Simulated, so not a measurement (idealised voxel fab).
process module | voxel ribs on slabs
cross-section cut | 150 nm wide | cells 5 nm
A cross-section is a grid of square cells, given in bands from the top down. A band is one or more rows of cells.
Each band's line starts with the height of the band's top and of its bottom, in nm. Then come its materials from left to right, each with its width in nm. One material with "throughout" fills the band from edge to edge. "air" is empty space.
Height 0 is the level under which the wafer as received is all one material. The lowest band goes on downwards, as in "0 down".
A width such as "30 to 40" changes by the same amount from each row of cells to the next, from the band's top row to its bottom row.
"no change" after a step means that no cell of the cross-section changed.
closed voids: empty space of 8 cells or more with no open way to the top, each as width x height at its distance from the left edge, in nm
after a step's settings: what the simulator itself notes on the step
overlay nm, on a step with a mask: how far to the right of its planned place the mask lay; to the left if negative
plan
1 op RECEIVE | material Si
2 op DIRECTIONAL_DEP | material SiO2 | thk nm 25
3 op DIRECTIONAL_DEP | material polySi | thk nm 25
4 op MASKED_ETCH | tone cover | mask id RIB | width nm 20 | etch materials polySi | depth nm 5 | overlay nm 0
5 op MASKED_ETCH | tone cover | mask id SLAB | width nm 50 | etch materials polySi | depth nm 20 | overlay nm 0
6 op FILL_DEP | material SiO2 | thk nm 25
7 op CMP | height nm 65
8 op DIRECTIONAL_DEP | material W | thk nm 5
9 op DIRECTIONAL_DEP | material aC | thk nm 10
10 op PATTERN | tone cover | mask id HEATER | material resist | width nm 30 | thk nm 25 | overlay nm 0
11 op DIRECTIONAL_ETCH | etch materials aC | depth nm 10
12 op STRIP | etch materials resist
13 op DIRECTIONAL_ETCH | etch materials W | depth nm 5
14 op STRIP | etch materials aC
15 op CONFORMAL_DEP | material SiN | thk nm 5
first wafer, as planned
as received, after step 1
  0 down: Si throughout
  closed voids: none
after step 2
  25 to 0: SiO2 throughout
  below 0: unchanged
after step 3
  50 to 25: polySi throughout
  below 25: unchanged
after step 4
  50 to 45: air 65 | polySi 20 | air 65
  below 45: unchanged
after step 5
  50 to 45: air 65 | polySi 20 | air 65
  45 to 25: air 50 | polySi 50 | air 50
  below 25: unchanged
after step 6
  75 to 50: SiO2 throughout
  50 to 45: SiO2 65 | polySi 20 | SiO2 65
  45 to 25: SiO2 50 | polySi 50 | SiO2 50
  below 25: unchanged
after step 7
  65 to 50: SiO2 throughout
  below 50: unchanged
after step 8
  70 to 65: W throughout
  below 65: unchanged
after step 9
  80 to 70: aC throughout
  below 70: unchanged
after step 10
  105 to 80: air 60 | resist 30 | air 60
  below 80: unchanged
after step 11
  95 to 80: air 60 | resist 30 | air 60
  80 to 70: air 60 | aC 30 | air 60
  below 70: unchanged
after step 12
  80 to 70: air 60 | aC 30 | air 60
  below 70: unchanged
after step 13
  80 to 70: air 60 | aC 30 | air 60
  70 to 65: air 60 | W 30 | air 60
  below 65: unchanged
after step 14
  70 to 65: air 60 | W 30 | air 60
  below 65: unchanged
after step 15
  75 to 70: air 55 | SiN 40 | air 55
  70 to 65: SiN 60 | W 30 | SiN 60
  below 65: unchanged
second wafer: like start, like plan, one mistake. Through step 2 it matches the first wafer
when step 3 should have ended
  75 to 25: polySi throughout
  below 25: unchanged
when step 4 should have ended
  75 to 70: air 65 | polySi 20 | air 65
  below 70: unchanged
when step 5 should have ended
  75 to 70: air 65 | polySi 20 | air 65
  70 to 50: air 50 | polySi 50 | air 50
  below 50: unchanged
when step 6 should have ended
  100 to 75: SiO2 throughout
  75 to 70: SiO2 65 | polySi 20 | SiO2 65
  70 to 50: SiO2 50 | polySi 50 | SiO2 50
  below 50: unchanged
when step 7 should have ended
  65 to 50: SiO2 50 | polySi 50 | SiO2 50
  below 50: unchanged
when step 8 should have ended
  70 to 65: W throughout
  below 65: unchanged
when step 9 should have ended
  80 to 70: aC throughout
  below 70: unchanged
when step 10 should have ended
  105 to 80: air 60 | resist 30 | air 60
  below 80: unchanged
when step 11 should have ended
  95 to 80: air 60 | resist 30 | air 60
  80 to 70: air 60 | aC 30 | air 60
  below 70: unchanged
when step 12 should have ended
  80 to 70: air 60 | aC 30 | air 60
  below 70: unchanged
when step 13 should have ended
  80 to 70: air 60 | aC 30 | air 60
  70 to 65: air 60 | W 30 | air 60
  below 65: unchanged
when step 14 should have ended
  70 to 65: air 60 | W 30 | air 60
  below 65: unchanged
when step 15 should have ended
  75 to 70: air 55 | SiN 40 | air 55
  70 to 65: SiN 60 | W 30 | SiN 60
  below 65: unchanged
what went wrong: step 3 was run twice
at the end the second wafer has, in cells: 136 fewer of SiO2 | 136 more of polySi
